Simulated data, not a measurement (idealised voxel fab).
The process module presented herein is designated voxel transistor to metal.
For reference, the cross-section in this document is cut, with width 165 nm and square cells of 5 nm.
If you're reading a cross-section in this doc, picture square cells in a grid; it comes to you as bands, top ones listed first down to the bottom, and a band can be one or more rows of cells.
A band entry consists of two parts. The first gives the height of the band's top and the height of its bottom, in nm. The rest lists the band's materials from left to right, each with its width in nm. A single material labelled with the word "throughout" fills the band from edge to edge, and the word "blank" marks empty space.
Heights from 0 (as-received wafer is one material below). Bottom band endless downward, as "0 -> down".
Graded width ("30..40"): value in top row of band = first number; value in bottom row = second number; row-to-row change constant.
What does "nothing changed" mean for a step? It means no cell of the cross-section changed in that step.
Heads up: "Voids, fully enclosed" only lists the empty pockets with no open path to the top that are 8 cells or more, and it writes them as width x height at distance, distance from the left edge, in nm.
Note: text after step settings on the step line = simulator remark on that step.
On any step carrying a mask, the "overlay nm" setting, if present on the step's line, tells how far right of its planned place the mask lay; negative values point to the left.

Process steps (planned)
step 1: RECEIVE | material Si
step 2: CONFORMAL_DEP | material SiO2 | thk nm 5
step 3: CONFORMAL_DEP | material SiN | thk nm 10
step 4: DIRECTIONAL_DEP | material aC | thk nm 15
step 5: PATTERN | tone cover | mask id ACTIVE | material resist | width nm 105 | thk nm 30 | overlay nm 0
step 6: DIRECTIONAL_ETCH | etch materials aC | depth nm 15
step 7: STRIP | etch materials resist
step 8: DIRECTIONAL_ETCH | etch materials SiN | depth nm 10
step 9: DIRECTIONAL_ETCH | etch materials SiO2 | depth nm 5
step 10: DIRECTIONAL_ETCH | etch materials Si | depth nm 35
step 11: STRIP | etch materials aC
step 12: FILL_DEP | material SiO2 | thk nm 10
step 13: CMP | height nm 15
step 14: SELECTIVE_ETCH | etch materials SiO2 | depth nm 5
step 15: STRIP | etch materials SiN
step 16: SELECTIVE_ETCH | etch materials SiO2 | depth nm 5
step 17: OXIDIZE | depth nm 5
step 18: DIRECTIONAL_DEP | material polySi | thk nm 30
step 19: DIRECTIONAL_DEP | material SiCN | thk nm 10
step 20: PATTERN | tone cover | mask id GATE | material resist | width nm 25 | thk nm 20 | overlay nm 0
step 21: DIRECTIONAL_ETCH | etch materials SiCN | depth nm 20
step 22: DIRECTIONAL_ETCH | etch materials polySi | depth nm 40
step 23: STRIP | etch materials resist
step 24: CONFORMAL_DEP | material SiN | thk nm 10
step 25: DIRECTIONAL_ETCH | etch materials SiN | depth nm 10
step 26: DIRECTIONAL_ETCH | etch materials SiO2 | depth nm 5
step 27: DIRECTIONAL_ETCH | etch materials Si | depth nm 5
step 28: EPI | material pSi | thk nm 5
step 29: FILL_DEP | material SiO2 | thk nm 10
step 30: CMP | height nm 40
step 31: DIRECTIONAL_DEP | material SiO2 | thk nm 15
step 32: PATTERN | tone open | mask id CONTACT | material resist | width nm 30 | pitch nm 65 | thk nm 20 | overlay nm 0
step 33: DIRECTIONAL_ETCH | etch materials SiO2 | depth nm 60
step 34: STRIP | etch materials resist
step 35: CONFORMAL_DEP | material TiN | thk nm 5
step 36: FILL_DEP | material Ru | thk nm 5
step 37: CMP | height nm 55
step 38: DIRECTIONAL_DEP | material TiN | thk nm 5
step 39: DIRECTIONAL_DEP | material Ru | thk nm 20
step 40: PATTERN | tone cover | mask id METAL_1 | material resist | width nm 15 | pitch nm 80 | thk nm 20 | overlay nm 0
step 41: DIRECTIONAL_ETCH | etch materials Ru | depth nm 20
step 42: DIRECTIONAL_ETCH | etch materials TiN | depth nm 5
step 43: STRIP | etch materials resist
step 44: CONFORMAL_DEP | material SiN | thk nm 5
step 45: FILL_DEP | material lowk | thk nm 10
step 46: CMP | height nm 80
step 47: CONFORMAL_DEP | material SiN | thk nm 5

Wafer at receipt (post step 1), cross-section
- 0 -> down = Si throughout
- Voids, fully enclosed: none

End-of-module XS, first of two wafers, run as planned
- 85 -> 80 = SiN throughout
- 80 -> 60 = lowk 30 nm, SiN 5 nm, Ru 15 nm, SiN 5 nm, lowk 55 nm, SiN 5 nm, Ru 15 nm, SiN 5 nm, lowk 30 nm
- 60 -> 55 = SiN 35 nm, TiN 15 nm, SiN 65 nm, TiN 15 nm, SiN 35 nm
- 55 -> 45 = SiO2 35 nm, TiN 5 nm, Ru 20 nm, TiN 5 nm, SiO2 35 nm, TiN 5 nm, Ru 20 nm, TiN 5 nm, SiO2 35 nm
- 45 -> 40 = SiO2 35 nm, TiN 5 nm, Ru 15 nm, TiN 10 nm, SiO2 35 nm, TiN 10 nm, Ru 15 nm, TiN 5 nm, SiO2 35 nm
- 40 -> 30 = SiO2 35 nm, TiN 5 nm, Ru 15 nm, TiN 5 nm, SiN 10 nm, SiCN 25 nm, SiN 10 nm, TiN 5 nm, Ru 15 nm, TiN 5 nm, SiO2 35 nm
- 30 -> 5 = SiO2 35 nm, TiN 5 nm, Ru 15 nm, TiN 5 nm, SiN 10 nm, polySi 25 nm, SiN 10 nm, TiN 5 nm, Ru 15 nm, TiN 5 nm, SiO2 35 nm
- 5 -> 0 = SiO2 25 nm, SiN 10 nm, TiN 10 nm, Ru 5 nm, TiN 10 nm, SiN 10 nm, polySi 25 nm, SiN 10 nm, TiN 10 nm, Ru 5 nm, TiN 10 nm, SiN 10 nm, SiO2 25 nm
- 0 -> -5 = SiO2 35 nm, pSi 5 nm, TiN 15 nm, pSi 5 nm, SiO2 45 nm, pSi 5 nm, TiN 15 nm, pSi 5 nm, SiO2 35 nm
- -5 -> -10 = SiO2 30 nm, Si 5 nm, pSi 25 nm, Si 45 nm, pSi 25 nm, Si 5 nm, SiO2 30 nm
- -10 -> -35 = SiO2 30 nm, Si 105 nm, SiO2 30 nm
- -35 -> down = Si throughout
- Voids, fully enclosed: none

Cross-sectional image of the second wafer of the two following completion of the module. Starting state and process plan were the same as for the first wafer; one execution error occurred
- 85 -> 80 = SiN throughout
- 80 -> 60 = lowk 30 nm, SiN 5 nm, Ru 15 nm, SiN 5 nm, lowk 55 nm, SiN 5 nm, Ru 15 nm, SiN 5 nm, lowk 30 nm
- 60 -> 55 = SiN 35 nm, TiN 15 nm, SiN 65 nm, TiN 15 nm, SiN 35 nm
- 55 -> 45 = SiO2 35 nm, TiN 5 nm, Ru 20 nm, TiN 5 nm, SiO2 35 nm, TiN 5 nm, Ru 20 nm, TiN 5 nm, SiO2 35 nm
- 45 -> 40 = SiO2 35 nm, TiN 5 nm, Ru 15 nm, TiN 10 nm, SiO2 35 nm, TiN 10 nm, Ru 15 nm, TiN 5 nm, SiO2 35 nm
- 40 -> 30 = SiO2 35 nm, TiN 5 nm, Ru 15 nm, TiN 5 nm, SiN 10 nm, SiCN 25 nm, SiN 10 nm, TiN 5 nm, Ru 15 nm, TiN 5 nm, SiO2 35 nm
- 30 -> 5 = SiO2 35 nm, TiN 5 nm, Ru 15 nm, TiN 5 nm, SiN 10 nm, polySi 25 nm, SiN 10 nm, TiN 5 nm, Ru 15 nm, TiN 5 nm, SiO2 35 nm
- 5 -> 0 = SiO2 25 nm, SiN 10 nm, TiN 10 nm, Ru 5 nm, TiN 10 nm, SiN 10 nm, polySi 25 nm, SiN 10 nm, TiN 10 nm, Ru 5 nm, TiN 10 nm, SiN 10 nm, SiO2 25 nm
- 0 -> -5 = SiO2 35 nm, pSi 5 nm, TiN 15 nm, pSi 5 nm, SiO2 45 nm, pSi 5 nm, TiN 15 nm, pSi 5 nm, SiO2 35 nm
- -5 -> -10 = SiO2 30 nm, Si 5 nm, pSi 25 nm, Si 45 nm, pSi 25 nm, Si 5 nm, SiO2 30 nm
- -10 -> -70 = SiO2 30 nm, Si 105 nm, SiO2 30 nm
- -70 -> down = Si throughout
- Voids, fully enclosed: none
What broke from the plan during processing? step 10 in the plan was executed twice
Upon completion, the second wafer contains, in terms of cells, a greater or smaller amount of certain materials than the first wafer: Si: 84 fewer; SiO2: 84 more
